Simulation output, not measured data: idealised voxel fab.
voxel transistor to metal: a process module
For reference, the cross-section in this document is cut, with width 280 nm and square cells of 5 nm.
We lay out every cross-section as a grid of square cells and spell it out in bands from the top down, where one band means one or more rows of cells. What a band's entry tells you: where the top is and where the bottom is, as heights in nm, and after that what lies inside, material by material from left to right, each with its width in nm. Empty space is written as the word "empty", and a single material marked with the word "full width" occupies the band from edge to edge. Heights from 0 (as-received wafer is one material below). Bottom band endless downward, as "from 0 down". When a width is written as two numbers, as in "30..40", the first number is the width in the top row of cells of the band and the second is the width in its bottom row, and the width changes by the same amount from each row to the next. "identical to before" (step): cross-section cells unchanged, all of them. For the entry "Enclosed void listing", the listed items are empty spaces with no open way to the top whose size is 8 cells or more; each item follows the pattern width x height at distance, where distance is from the left edge and all three are in nm. On a step's line, text after the settings is the simulator commenting on that step. overlay nm: for a step with a mask, the amount by which the mask lay right of where it was planned; a negative amount means left of it.
[Set out below are the planned steps of the process]
1) op RECEIVE | material Si
2) op CONFORMAL_DEP | material SiO2 | thk nm 5
3) op CONFORMAL_DEP | material SiN | thk nm 15
4) op DIRECTIONAL_DEP | material aC | thk nm 10
5) op PATTERN | tone cover | mask id ACTIVE | material resist | width nm 110 | pitch nm 130 | thk nm 25 | overlay nm 0
6) op DIRECTIONAL_ETCH | etch materials aC | depth nm 10
7) op STRIP | etch materials resist
8) op DIRECTIONAL_ETCH | etch materials SiN | depth nm 15
9) op DIRECTIONAL_ETCH | etch materials SiO2 | depth nm 5
10) op DIRECTIONAL_ETCH | etch materials Si | depth nm 20
11) op STRIP | etch materials aC
12) op FILL_DEP | material SiO2 | thk nm 10
13) op CMP | height nm 20
14) op SELECTIVE_ETCH | etch materials SiO2 | depth nm 15
15) op STRIP | etch materials SiN
16) op SELECTIVE_ETCH | etch materials SiO2 | depth nm 5
17) op OXIDIZE | depth nm 5
18) op DIRECTIONAL_DEP | material polySi | thk nm 25
19) op DIRECTIONAL_DEP | material SiCN | thk nm 10
20) op MASKED_ETCH | tone cover | mask id GATE | width nm 20 | pitch nm 130 | etch materials SiCN | depth nm 20 | overlay nm 0
21) op MASKED_ETCH | tone cover | mask id GATE | width nm 20 | pitch nm 130 | etch materials polySi | depth nm 35 | overlay nm 0
22) op CONFORMAL_DEP | material SiN | thk nm 5
23) op DIRECTIONAL_ETCH | etch materials SiN | depth nm 5
24) op DIRECTIONAL_ETCH | etch materials SiO2 | depth nm 5
25) op DIRECTIONAL_ETCH | etch materials Si | depth nm 10
26) op EPI | material SiGe | thk nm 10
27) op FILL_DEP | material SiO2 | thk nm 10
28) op CMP | height nm 35
29) op DIRECTIONAL_DEP | material SiO2 | thk nm 10
30) op MASKED_ETCH | tone open | mask id CONTACT | width nm 20 | etch materials SiO2 | depth nm 50 | overlay nm 0
31) op CONFORMAL_DEP | material TiN | thk nm 5
32) op FILL_DEP | material Ru | thk nm 10
33) op CMP | height nm 45
34) op CONFORMAL_DEP | material SiCN | thk nm 5
35) op DIRECTIONAL_DEP | material SiO2 | thk nm 20
36) op MASKED_ETCH | tone open | mask id METAL_1 | width nm 20 | etch materials SiO2 | depth nm 20 | overlay nm 0
37) op MASKED_ETCH | tone open | mask id METAL_1 | width nm 20 | etch materials SiCN | depth nm 5 | overlay nm 0
38) op CONFORMAL_DEP | material TiN | thk nm 5
39) op FILL_DEP | material W | thk nm 5
40) op CMP | height nm 70
41) op EPI | material Ru | thk nm 5
42) op FILL_DEP | material SiCN | thk nm 5
43) op DIRECTIONAL_DEP | material lowk | thk nm 25
44) op PATTERN | tone open | mask id METAL_2 | material resist | width nm 20 | pitch nm 130 | thk nm 15 | overlay nm -10
45) op DIRECTIONAL_ETCH | etch materials lowk | depth nm 15
46) op STRIP | etch materials resist
47) op PATTERN | tone open | mask id METAL_2_HOLES | material resist | width nm 15 | pitch nm 130 | thk nm 15 | overlay nm 0
48) op DIRECTIONAL_ETCH | etch materials lowk | depth nm 10
49) op DIRECTIONAL_ETCH | etch materials SiCN | depth nm 5
50) op STRIP | etch materials resist
51) op CONFORMAL_DEP | material TiN | thk nm 5
52) op FILL_DEP | material Cu | thk nm 5
53) op CMP | height nm 105
54) op CONFORMAL_DEP | material SiCN | thk nm 5
For clarity, it should be stated that the wafers under discussion commence in an identical condition and differ with respect to the overlay nm of step 44, the plan indicating the value that the first wafer had.
[So this is the first of several wafers, cross-sectioned as it came to us, meaning it's at the end of step 1]
> from 0 down  Si full width
> Enclosed void listing: none
[Here is the cross-section of the first of several wafers at the end of the module, after its last step, step 54]
> from 110 to 105  SiCN full width
> from 105 to 95  lowk 15  TiN 5  Cu 15..10  TiN 5..10  lowk 105  TiN 5  Cu 15..10  TiN 5..10  lowk 110
> from 95 to 90  lowk 15  TiN 20  lowk 110  TiN 20  lowk 115
> from 90 to 80  lowk 25  TiN 10  lowk 120  TiN 10  lowk 115
> from 80 to 75  SiCN 25  TiN 10  SiCN 120  TiN 10  SiCN 115
> from 75 to 70  SiCN 20  Ru 30  SiCN 50  Ru 30  SiCN 20  Ru 30  SiCN 50  Ru 30  SiCN 20
> from 70 to 50  SiO2 25  TiN 5  W 10  TiN 5  SiO2 60  TiN 5  W 10  TiN 5  SiO2 30  TiN 5  W 10  TiN 5  SiO2 60  TiN 5  W 10  TiN 5  SiO2 25
> from 50 to 45  SiCN 25  TiN 20  SiCN 60  TiN 20  SiCN 30  TiN 20  SiCN 60  TiN 20  SiCN 25
> from 45 to 35  SiO2 25  TiN 5  Ru 10  TiN 5  SiO2 60  TiN 5  Ru 10  TiN 5  SiO2 30  TiN 5  Ru 10  TiN 5  SiO2 60  TiN 5  Ru 10  TiN 5  SiO2 25
> from 35 to 25  SiO2 25  TiN 5  Ru 10  TiN 5  SiO2 15  SiN 5  SiCN 20  SiN 5  SiO2 15  TiN 5  Ru 10  TiN 5  SiO2 30  TiN 5  Ru 10  TiN 5  SiO2 15  SiN 5  SiCN 20  SiN 5  SiO2 15  TiN 5  Ru 10  TiN 5  SiO2 25
> from 25 to 5  SiO2 25  TiN 5  Ru 10  TiN 5  SiO2 15  SiN 5  polySi 20  SiN 5  SiO2 15  TiN 5  Ru 10  TiN 5  SiO2 30  TiN 5  Ru 10  TiN 5  SiO2 15  SiN 5  polySi 20  SiN 5  SiO2 15  TiN 5  Ru 10  TiN 5  SiO2 25
> from 5 to 0  SiO2 25  TiN 5  Ru 10  TiN 5  SiO2 5  SiGe 10  SiN 5  polySi 20  SiN 5  SiGe 10  SiO2 5  TiN 5  Ru 10  TiN 5  SiO2 30  TiN 5  Ru 10  TiN 5  SiO2 5  SiGe 10  SiN 5  polySi 20  SiN 5  SiGe 10  SiO2 5  TiN 5  Ru 10  TiN 5  SiO2 25
> from 0 to -5  SiO2 25  TiN 20  SiO2 5  SiGe 10  SiO2 30  SiGe 10  SiO2 5  TiN 20  SiO2 30  TiN 20  SiO2 5  SiGe 10  SiO2 30  SiGe 10  SiO2 5  TiN 20  SiO2 25
> from -5 to -15  SiO2 20  SiGe 40  Si 30  SiGe 40  SiO2 20  SiGe 40  Si 30  SiGe 40  SiO2 20
> from -15 to -20  SiO2 20  Si 110  SiO2 20  Si 110  SiO2 20
> from -20 down  Si full width
> Enclosed void listing: none
[A cross-section through the last wafer at the close of the module]
> from 110 to 105  SiCN full width
> from 105 to 95  lowk 25  TiN 5..20  Cu 25..10  TiN 5  lowk 95  TiN 5..20  Cu 25..10  TiN 5  lowk 90
> from 95 to 90  lowk 40  TiN 20  lowk 110  TiN 20  lowk 90
> from 90 to 80  lowk full width
> from 80 to 75  SiCN full width
> from 75 to 70  SiCN 20  Ru 30  SiCN 50  Ru 30  SiCN 20  Ru 30  SiCN 50  Ru 30  SiCN 20
> from 70 to 50  SiO2 25  TiN 5  W 10  TiN 5  SiO2 60  TiN 5  W 10  TiN 5  SiO2 30  TiN 5  W 10  TiN 5  SiO2 60  TiN 5  W 10  TiN 5  SiO2 25
> from 50 to 45  SiCN 25  TiN 20  SiCN 60  TiN 20  SiCN 30  TiN 20  SiCN 60  TiN 20  SiCN 25
> from 45 to 35  SiO2 25  TiN 5  Ru 10  TiN 5  SiO2 60  TiN 5  Ru 10  TiN 5  SiO2 30  TiN 5  Ru 10  TiN 5  SiO2 60  TiN 5  Ru 10  TiN 5  SiO2 25
> from 35 to 25  SiO2 25  TiN 5  Ru 10  TiN 5  SiO2 15  SiN 5  SiCN 20  SiN 5  SiO2 15  TiN 5  Ru 10  TiN 5  SiO2 30  TiN 5  Ru 10  TiN 5  SiO2 15  SiN 5  SiCN 20  SiN 5  SiO2 15  TiN 5  Ru 10  TiN 5  SiO2 25
> from 25 to 5  SiO2 25  TiN 5  Ru 10  TiN 5  SiO2 15  SiN 5  polySi 20  SiN 5  SiO2 15  TiN 5  Ru 10  TiN 5  SiO2 30  TiN 5  Ru 10  TiN 5  SiO2 15  SiN 5  polySi 20  SiN 5  SiO2 15  TiN 5  Ru 10  TiN 5  SiO2 25
> from 5 to 0  SiO2 25  TiN 5  Ru 10  TiN 5  SiO2 5  SiGe 10  SiN 5  polySi 20  SiN 5  SiGe 10  SiO2 5  TiN 5  Ru 10  TiN 5  SiO2 30  TiN 5  Ru 10  TiN 5  SiO2 5  SiGe 10  SiN 5  polySi 20  SiN 5  SiGe 10  SiO2 5  TiN 5  Ru 10  TiN 5  SiO2 25
> from 0 to -5  SiO2 25  TiN 20  SiO2 5  SiGe 10  SiO2 30  SiGe 10  SiO2 5  TiN 20  SiO2 30  TiN 20  SiO2 5  SiGe 10  SiO2 30  SiGe 10  SiO2 5  TiN 20  SiO2 25
> from -5 to -15  SiO2 20  SiGe 40  Si 30  SiGe 40  SiO2 20  SiGe 40  Si 30  SiGe 40  SiO2 20
> from -15 to -20  SiO2 20  Si 110  SiO2 20  Si 110  SiO2 20
> from -20 down  Si full width
> Enclosed void listing: none
[Below is a per-wafer table. In it, each row describes the wafer at the end of the module by giving, for each material, the number of cells gained (+) or lost (-) since the wafer was received, and after that the closed voids of the wafer]
overlay nm -10; +10 Cu; +96 Ru; -156 Si; +196 SiCN; +80 SiGe; +28 SiN; +496 SiO2; +166 TiN; +32 W; +244 lowk; +40 polySi; Enclosed void listing: none
overlay nm -5; +14 Cu; +96 Ru; -156 Si; +194 SiCN; +80 SiGe; +28 SiN; +496 SiO2; +164 TiN; +32 W; +244 lowk; +40 polySi; Enclosed void listing: none
overlay nm 0; +14 Cu; +96 Ru; -156 Si; +194 SiCN; +80 SiGe; +28 SiN; +496 SiO2; +164 TiN; +32 W; +244 lowk; +40 polySi; Enclosed void listing: none
overlay nm 5; +10 Cu; +96 Ru; -156 Si; +196 SiCN; +80 SiGe; +28 SiN; +496 SiO2; +166 TiN; +32 W; +244 lowk; +40 polySi; Enclosed void listing: none
overlay nm 10; +12 Cu; +96 Ru; -156 Si; +198 SiCN; +80 SiGe; +28 SiN; +496 SiO2; +162 TiN; +32 W; +244 lowk; +40 polySi; Enclosed void listing: none
overlay nm 15; +14 Cu; +96 Ru; -156 Si; +200 SiCN; +80 SiGe; +28 SiN; +496 SiO2; +158 TiN; +32 W; +244 lowk; +40 polySi; Enclosed void listing: none
